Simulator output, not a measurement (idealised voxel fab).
Proc. module: voxel gate over fins
The figure presents cross-section cut, which has a width of 220 nm and is divided into square cells with an edge length of 5 nm.
Cross-section spec: square-cell grid; bands listed top down; each band is one or more rows.
The entry gives the band's vertical extent as a top height and a bottom height in nm, then its horizontal make-up as materials from left to right, each with a width in nm. "empty" stands for empty space; a single material marked "everywhere" fills the band edge to edge.
Measure heights from 0. That's the level where, below it, the as-received wafer is all one material. The lowest band is bottomless and extends downward; write it as in "z 0 and below".
It should be noted that a width expressed as "30..40" varies in equal increments from row to row of cells within the band, taking the value of the first number at the top row and that of the second number at the bottom row.
Take "remained the same" at face value: in the step it is given for, the cross-section changed in none of its cells.
"Closed void catalog" means: voids of 8 cells or more that are shut off from the top with no open way through. Written width x height at distance, distance from the left edge, in nm.
Note: text after step settings on the step line = simulator remark on that step.
"overlay nm" on a masked step: distance the mask lay right of its planned place, negative for left.
PROCESS STEPS (PLANNED)
1: RECEIVE with material Si
2: CONFORMAL_DEP with material SiN, thk nm 5
3: MASKED_ETCH with tone cover, mask id FINS, width nm 15, pitch nm 45, etch materials SiN, depth nm 5, overlay nm -15
4: MASKED_ETCH with tone cover, mask id FINS, width nm 15, pitch nm 45, etch materials Si, depth nm 30, overlay nm 0
5: FILL_DEP with material SiO2, thk nm 15
6: CMP with height nm 5
7: SELECTIVE_ETCH with etch materials SiO2, depth nm 20
8: STRIP with etch materials SiN
9: CONFORMAL_DEP with material HfO2, thk nm 5
10: CONFORMAL_DEP with material TiN, thk nm 5
11: FILL_DEP with material W, thk nm 15
12: CMP with height nm 20
13: CONFORMAL_DEP with material SiN, thk nm 5
Same starting wafers, different overlay nm at step 3. Plan value belongs to the first wafer.
CROSS-SECTION OF THE FIRST OF SEVERAL RECEIVED WAFERS, SHOWING ITS STATE AFTER STEP 1
    z 0 and below | Si everywhere
    Closed void catalog: none
DEPICTED HERE IS THE FIRST OF SEVERAL WAFERS IN CROSS-SECTION, AT MODULE COMPLETION FOLLOWING THE LAST STEP, STEP 13
    z 25 to 20 | SiN everywhere
    z 20 to 10 | W everywhere
    z 10 to 5 | 10 W, then 185 TiN, then 25 W
    z 5 to 0 | 10 W, then 5 TiN, then 40 HfO2, then 5 TiN, then 40 HfO2, then 5 TiN, then 40 HfO2, then 5 TiN, then 40 HfO2, then 5 TiN, then 25 W
    z 0 to -5 | 10 W, then 5 TiN, then 5 HfO2, then 30 Si, then 5 HfO2, then 5 TiN, then 5 HfO2, then 30 Si, then 5 HfO2, then 5 TiN, then 5 HfO2, then 30 Si, then 5 HfO2, then 5 TiN, then 5 HfO2, then 30 Si, then 5 HfO2, then 5 TiN, then 25 W
    z -5 to -10 | 15 TiN, then 5 HfO2, then 30 Si, then 5 HfO2, then 5 TiN, then 5 HfO2, then 30 Si, then 5 HfO2, then 5 TiN, then 5 HfO2, then 30 Si, then 5 HfO2, then 5 TiN, then 5 HfO2, then 30 Si, then 5 HfO2, then 30 TiN
    z -10 to -15 | 20 HfO2, then 30 Si, then 15 HfO2, then 30 Si, then 15 HfO2, then 30 Si, then 15 HfO2, then 30 Si, then 35 HfO2
    z -15 to -30 | 20 SiO2, then 30 Si, then 15 SiO2, then 30 Si, then 15 SiO2, then 30 Si, then 15 SiO2, then 30 Si, then 35 SiO2
    z -30 and below | Si everywhere
    Closed void catalog: none
FINAL WAFER OF SEVERAL, SHOWN IN CROSS-SECTION AT THE END OF THE MODULE
    z 25 to 20 | SiN everywhere
    z 20 to 10 | W everywhere
    z 10 to 5 | 25 W, then 185 TiN, then 10 W
    z 5 to 0 | 25 W, then 5 TiN, then 40 HfO2, then 5 TiN, then 40 HfO2, then 5 TiN, then 40 HfO2, then 5 TiN, then 40 HfO2, then 5 TiN, then 10 W
    z 0 to -5 | 25 W, then 5 TiN, then 5 HfO2, then 30 Si, then 5 HfO2, then 5 TiN, then 5 HfO2, then 30 Si, then 5 HfO2, then 5 TiN, then 5 HfO2, then 30 Si, then 5 HfO2, then 5 TiN, then 5 HfO2, then 30 Si, then 5 HfO2, then 5 TiN, then 10 W
    z -5 to -10 | 30 TiN, then 5 HfO2, then 30 Si, then 5 HfO2, then 5 TiN, then 5 HfO2, then 30 Si, then 5 HfO2, then 5 TiN, then 5 HfO2, then 30 Si, then 5 HfO2, then 5 TiN, then 5 HfO2, then 30 Si, then 5 HfO2, then 15 TiN
    z -10 to -15 | 35 HfO2, then 30 Si, then 15 HfO2, then 30 Si, then 15 HfO2, then 30 Si, then 15 HfO2, then 30 Si, then 20 HfO2
    z -15 to -30 | 35 SiO2, then 30 Si, then 15 SiO2, then 30 Si, then 15 SiO2, then 30 Si, then 15 SiO2, then 30 Si, then 20 SiO2
    z -30 and below | Si everywhere
    Closed void catalog: none
PER WAFER (ROW), END OF MODULE: DELTA IN CELLS PER MATERIAL SINCE RECEIPT, (+) FOR GAINED, (-) FOR LOST; CLOSED VOIDS AFTER THAT
overlay nm -15 | +68 HfO2 | -120 Si | +44 SiN | +60 SiO2 | +59 TiN | +109 W | Closed void catalog: none
overlay nm -10 | +68 HfO2 | -144 Si | +44 SiN | +72 SiO2 | +68 TiN | +112 W | Closed void catalog: none
overlay nm -5 | +68 HfO2 | -168 Si | +44 SiN | +84 SiO2 | +68 TiN | +124 W | Closed void catalog: none
overlay nm 0 | +68 HfO2 | -192 Si | +44 SiN | +96 SiO2 | +68 TiN | +136 W | Closed void catalog: none
overlay nm 5 | +68 HfO2 | -168 Si | +44 SiN | +84 SiO2 | +68 TiN | +124 W | Closed void catalog: none
overlay nm 10 | +68 HfO2 | -144 Si | +44 SiN | +72 SiO2 | +68 TiN | +112 W | Closed void catalog: none
overlay nm 15 | +68 HfO2 | -120 Si | +44 SiN | +60 SiO2 | +59 TiN | +109 W | Closed void catalog: none
